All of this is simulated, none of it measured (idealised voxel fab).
You're looking at the process module voxel tone inversion.
We display cut, a cross-section 290 nm in width whose square cells are each 5 nm.
Heads up, the way a cross-section reads in here is a grid of square cells, handed over as bands from the top down, with every band being one or more rows of cells. The band entry comprises the height of the band's top followed by the height of its bottom, expressed in nm, and subsequently the band's materials from left to right, each stated together with its width in nm. Where a single material is marked with the word "full width", that material fills the band from edge to edge. The word "empty" represents empty space. Measure heights from 0. That's the level where, below it, the as-received wafer is all one material. The lowest band is bottomless and extends downward; write it as in "0 -> down". So if you see something like "30->40" for the width, read it as the top row of the band sitting at the first number and the bottom row at the second, with every row in between moving by the same amount as the last. Step note "no alterations made" = no cross-section cell changed. "Fully enclosed voids" specifies each empty space that is not open to the top and that occupies no fewer than 8 cells, using the form width x height at distance, the distance measured from the left edge and all three quantities in nm. If you see something after the settings on a step's line, that's the simulator's own remark about that step. The "overlay nm" setting may appear on a step's line; for a step that uses a mask, it gives how far to the right of its planned position the mask lay, and a negative value indicates the left.
SET OUT BELOW ARE THE PLANNED STEPS OF THE PROCESS
- 1: RECEIVE with material Si
- 2: CONFORMAL_DEP with material SiCN, thk nm 10
- 3: DIRECTIONAL_DEP with material polySi, thk nm 15
- 4: PATTERN with tone cover, mask id POSTS, material resist, width nm 20, pitch nm 50, thk nm 20, overlay nm 0
- 5: DIRECTIONAL_ETCH with etch materials polySi, depth nm 15
- 6: STRIP with etch materials resist
- 7: FILL_DEP with material lowk, thk nm 10
- 8: CMP with height nm 25
- 9: STRIP with etch materials polySi
- 10: CONFORMAL_DEP with material TiN, thk nm 5
- 11: FILL_DEP with material W, thk nm 10
- 12: CMP with height nm 25
- 13: CONFORMAL_DEP with material SiN, thk nm 5
FIRST WAFER OF TWO (RUN AS PLANNED)
THE CROSS-SECTION HERE SHOWS THE WAFER AS RECEIVED, I.E. IN ITS STATE AFTER STEP 1
  0 -> down = Si full width
  Fully enclosed voids: none
WAFER AFTER STEP 2 (CROSS-SECTION)
  10 -> 0 = SiCN full width
  Note: structure below 0 unchanged.
WAFER AFTER STEP 3 (CROSS-SECTION)
  25 -> 10 = polySi full width
  Note: structure below 10 unchanged.
WAFER AFTER STEP 4 (CROSS-SECTION)
  45 -> 25 = empty 110 nm | resist 20 nm | empty 30 nm | resist 20 nm | empty 110 nm
  Note: structure below 25 unchanged.
WAFER AFTER STEP 5 (CROSS-SECTION)
  45 -> 25 = empty 110 nm | resist 20 nm | empty 30 nm | resist 20 nm | empty 110 nm
  25 -> 10 = empty 110 nm | polySi 20 nm | empty 30 nm | polySi 20 nm | empty 110 nm
  Note: structure below 10 unchanged.
WAFER AFTER STEP 6 (CROSS-SECTION)
  25 -> 10 = empty 110 nm | polySi 20 nm | empty 30 nm | polySi 20 nm | empty 110 nm
  Note: structure below 10 unchanged.
WAFER AFTER STEP 7 (CROSS-SECTION)
  35 -> 25 = lowk full width
  25 -> 10 = lowk 110 nm | polySi 20 nm | lowk 30 nm | polySi 20 nm | lowk 110 nm
  Note: structure below 10 unchanged.
WAFER AFTER STEP 8 (CROSS-SECTION)
  25 -> 10 = lowk 110 nm | polySi 20 nm | lowk 30 nm | polySi 20 nm | lowk 110 nm
  Note: structure below 10 unchanged.
WAFER AFTER STEP 9 (CROSS-SECTION)
  25 -> 10 = lowk 110 nm | empty 20 nm | lowk 30 nm | empty 20 nm | lowk 110 nm
  Note: structure below 10 unchanged.
WAFER AFTER STEP 10 (CROSS-SECTION)
  30 -> 25 = TiN 115 nm | empty 10 nm | TiN 40 nm | empty 10 nm | TiN 115 nm
  25 -> 15 = lowk 110 nm | TiN 5 nm | empty 10 nm | TiN 5 nm | lowk 30 nm | TiN 5 nm | empty 10 nm | TiN 5 nm | lowk 110 nm
  15 -> 10 = lowk 110 nm | TiN 20 nm | lowk 30 nm | TiN 20 nm | lowk 110 nm
  Note: structure below 10 unchanged.
WAFER AFTER STEP 11 (CROSS-SECTION)
  40 -> 30 = W full width
  30 -> 25 = TiN 115 nm | W 10 nm | TiN 40 nm | W 10 nm | TiN 115 nm
  25 -> 15 = lowk 110 nm | TiN 5 nm | W 10 nm | TiN 5 nm | lowk 30 nm | TiN 5 nm | W 10 nm | TiN 5 nm | lowk 110 nm
  Note: structure below 15 unchanged.
WAFER AFTER STEP 12 (CROSS-SECTION)
  25 -> 15 = lowk 110 nm | TiN 5 nm | W 10 nm | TiN 5 nm | lowk 30 nm | TiN 5 nm | W 10 nm | TiN 5 nm | lowk 110 nm
  Note: structure below 15 unchanged.
WAFER AFTER STEP 13 (CROSS-SECTION)
  30 -> 25 = SiN full width
  Note: structure below 25 unchanged.
NOW THE OTHER WAFER: SAME START, SAME RECIPE, BUT WE MESSED UP ONE THING WHEN RUNNING IT. UP TO AND INCLUDING STEP 12 IT'S THE SAME AS THE FIRST ONE
THE SECOND WAFER CUT THROUGH, AT THE TIME STEP 13 WAS SUPPOSED TO BE FINISHED
  30 -> 25 = SiCN full width
  Note: structure below 25 unchanged.
Plan not followed: off-plan run, step 13, actual operation and settings CONFORMAL_DEP with material SiCN, thk nm 5
At the finish, the second wafer shows more or fewer cells for some materials than the first does: +58 SiCN | -58 SiN
